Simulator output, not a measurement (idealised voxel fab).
Presented below is a process module, voxel ribs on slabs.
The cross-section shown here is cut; it is 200 nm wide and divided into square cells measuring 5 nm on a side.
When this document writes out a cross-section, it uses a grid of square cells and lists it as bands, beginning at the top and moving down, with a band standing for one or more rows of cells.
Band: top and bottom heights (nm) first, top before bottom; then materials from left to right, widths in nm. "everywhere" marks a sole material filling the band edge to edge. "air" denotes empty space.
Note: height 0 marks the level under which the wafer is uniformly one material as received. Lowest band unbounded below, written "0..down".
Read "30->40" as a graded width: first number on top, second number at the bottom, same change between each pair of neighbouring rows.
"identical to before" for a step: no cell of the cross-section changed in that step.
What "Closed internal voids" gives you is every empty space of 8 cells or more that is cut off from the top. Each appears as width x height at distance, with the distance taken from the left edge and width, height and distance all in nm.
On each step's line, the part that comes after the settings is the simulator's own comment on the step.
overlay nm: where the mask lay relative to plan, measured to the right, on steps with a mask; negatives go left.

These are the steps we planned for the process:
step 1: op RECEIVE | material Si
step 2: op DIRECTIONAL_DEP | material SiO2 | thk nm 20
step 3: op DIRECTIONAL_DEP | material SiN | thk nm 25
step 4: op PATTERN | tone cover | mask id RIB | material resist | width nm 20 | thk nm 20 | overlay nm 0
step 5: op DIRECTIONAL_ETCH | etch materials SiN | depth nm 5
step 6: op STRIP | etch materials resist
step 7: op PATTERN | tone cover | mask id SLAB | material resist | width nm 80 | thk nm 15 | overlay nm 0
step 8: op DIRECTIONAL_ETCH | etch materials SiN | depth nm 20
step 9: op STRIP | etch materials resist
step 10: op FILL_DEP | material SiO2 | thk nm 30
step 11: op CMP | height nm 65
step 12: op DIRECTIONAL_DEP | material W | thk nm 10
step 13: op MASKED_ETCH | tone cover | mask id HEATER | width nm 30 | etch materials W | depth nm 10 | overlay nm 0
step 14: op CONFORMAL_DEP | material SiO2 | thk nm 10

Shown in cross-section is the wafer as received, that is, as it stands after step 1:
0..down: Si everywhere
Closed internal voids: none

Same starting wafer, same plan as above, one mistake in the execution; this is the cross-section at the end of the module:
85..75: air: 75  SiO2: 50  air: 75
75..65: SiO2: 85  W: 30  SiO2: 85
65..45: SiO2 everywhere
45..40: SiO2: 90  SiN: 20  SiO2: 90
40..20: SiO2: 55  SiN: 80  SiO2: 65
20..0: SiO2 everywhere
0..down: Si everywhere
Closed internal voids: none
Nonconformance to the process plan: not per plan at step 7, really ran op PATTERN | tone cover | mask id SLAB | material resist | width nm 80 | thk nm 15 | overlay nm -5
